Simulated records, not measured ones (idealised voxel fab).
The following is a process module called voxel wiring stack.
Each square cell in cross-section cut measures 5 nm, and the section as a whole is 215 nm wide.
Notation: cross-section as square-cell grid; stated in bands, top first, going down; one or more cell rows per band.
In this notation a band is specified by the heights of its top and bottom, in that order and in nm, after which its materials appear from left to right, each paired with its width in nm. The word "everywhere" attached to a single material means that material fills the band from edge to edge; the word "empty" stands for empty space.
Heights from 0 (as-received wafer is one material below). Bottom band endless downward, as "0..down".
So if you see something like "30->40" for the width, read it as the top row of the band sitting at the first number and the bottom row at the second, with every row in between moving by the same amount as the last.
Key: "nothing different" - step with no changed cell in the cross-section.
In "Closed void catalog" the enclosed voids are listed, meaning empty spaces of 8 cells or larger without any opening to the top. The form is width x height at distance, distance from the left edge, units nm.
Formally, on a step line, whatever follows the settings is a remark that the simulator itself makes on the step.
The optional step-line setting "overlay nm" applies to steps with a mask and quantifies how far to the right of its planned location the mask lay, a negative value indicating leftward placement.

Process steps - plan
- 1: RECEIVE | material Si
- 2: CONFORMAL_DEP | material SiO2 | thk nm 15
- 3: CONFORMAL_DEP | material SiCN | thk nm 5
- 4: DIRECTIONAL_DEP | material SiO2 | thk nm 25
- 5: PATTERN | tone open | mask id METAL_1 | material resist | width nm 20 | pitch nm 45 | thk nm 15 | overlay nm 0
- 6: DIRECTIONAL_ETCH | etch materials SiO2 | depth nm 25
- 7: DIRECTIONAL_ETCH | etch materials SiCN | depth nm 5
- 8: STRIP | etch materials resist
- 9: CONFORMAL_DEP | material TiN | thk nm 5
- 10: FILL_DEP | material W | thk nm 10
- 11: CMP | height nm 45
- 12: CONFORMAL_DEP | material SiCN | thk nm 5
- 13: DIRECTIONAL_DEP | material lowk | thk nm 10
- 14: PATTERN | tone open | mask id PLUG_1 | material resist | width nm 15 | pitch nm 90 | thk nm 20 | overlay nm 0
- 15: DIRECTIONAL_ETCH | etch materials lowk | depth nm 10
- 16: DIRECTIONAL_ETCH | etch materials SiCN | depth nm 5
- 17: STRIP | etch materials resist
- 18: CONFORMAL_DEP | material TiN | thk nm 5
- 19: FILL_DEP | material Cu | thk nm 5
- 20: CMP | height nm 60
- 21: CONFORMAL_DEP | material SiCN | thk nm 5
- 22: DIRECTIONAL_DEP | material lowk | thk nm 20
- 23: DIRECTIONAL_DEP | material aC | thk nm 15
- 24: PATTERN | tone open | mask id METAL_2 | material resist | width nm 20 | pitch nm 45 | thk nm 30 | overlay nm 0
- 25: DIRECTIONAL_ETCH | etch materials aC | depth nm 15
- 26: STRIP | etch materials resist
- 27: DIRECTIONAL_ETCH | etch materials lowk | depth nm 20
- 28: DIRECTIONAL_ETCH | etch materials SiCN | depth nm 5
- 29: STRIP | etch materials aC
- 30: CONFORMAL_DEP | material TiN | thk nm 5
- 31: FILL_DEP | material Ru | thk nm 10
- 32: CMP | height nm 85
- 33: CONFORMAL_DEP | material SiCN | thk nm 5
- 34: DIRECTIONAL_DEP | material SiO2 | thk nm 30
- 35: PATTERN | tone open | mask id METAL_3 | material resist | width nm 20 | pitch nm 45 | thk nm 20 | overlay nm 0
- 36: DIRECTIONAL_ETCH | etch materials SiO2 | depth nm 20
- 37: STRIP | etch materials resist
- 38: MASKED_ETCH | tone open | mask id METAL_3_HOLES | width nm 15 | pitch nm 90 | etch materials SiO2 | depth nm 10 | overlay nm 0
- 39: MASKED_ETCH | tone open | mask id METAL_3_HOLES | width nm 15 | pitch nm 90 | etch materials SiCN | depth nm 5 | overlay nm 0
- 40: CONFORMAL_DEP | material TiN | thk nm 5
- 41: FILL_DEP | material Cu | thk nm 5
- 42: CMP | height nm 120
- 43: CONFORMAL_DEP | material SiCN | thk nm 5
Heads up: all these wafers start the same, and what changes between them is the thk nm in step 9. The value you see in the plan is just what the first wafer got.

Cross-section of the first of several wafers as received (after step 1)
> 0..down = Si everywhere
> Closed void catalog: none

Quick key for the table: a row per wafer, taken at the end of the module. For each material it tells you how many cells the wafer gained (+) or lost (-) since it came in, and the closed voids come after
thk nm 5 | +28 Cu | +24 Ru | +179 SiCN | +482 SiO2 | +134 TiN | +30 W | +198 lowk | Closed void catalog: none
thk nm 10 | +28 Cu | +24 Ru | +179 SiCN | +482 SiO2 | +164 TiN | +198 lowk | Closed void catalog: none
thk nm 15 | +28 Cu | +24 Ru | +179 SiCN | +482 SiO2 | +164 TiN | +198 lowk | Closed void catalog: none
thk nm 20 | +28 Cu | +24 Ru | +179 SiCN | +482 SiO2 | +164 TiN | +198 lowk | Closed void catalog: none
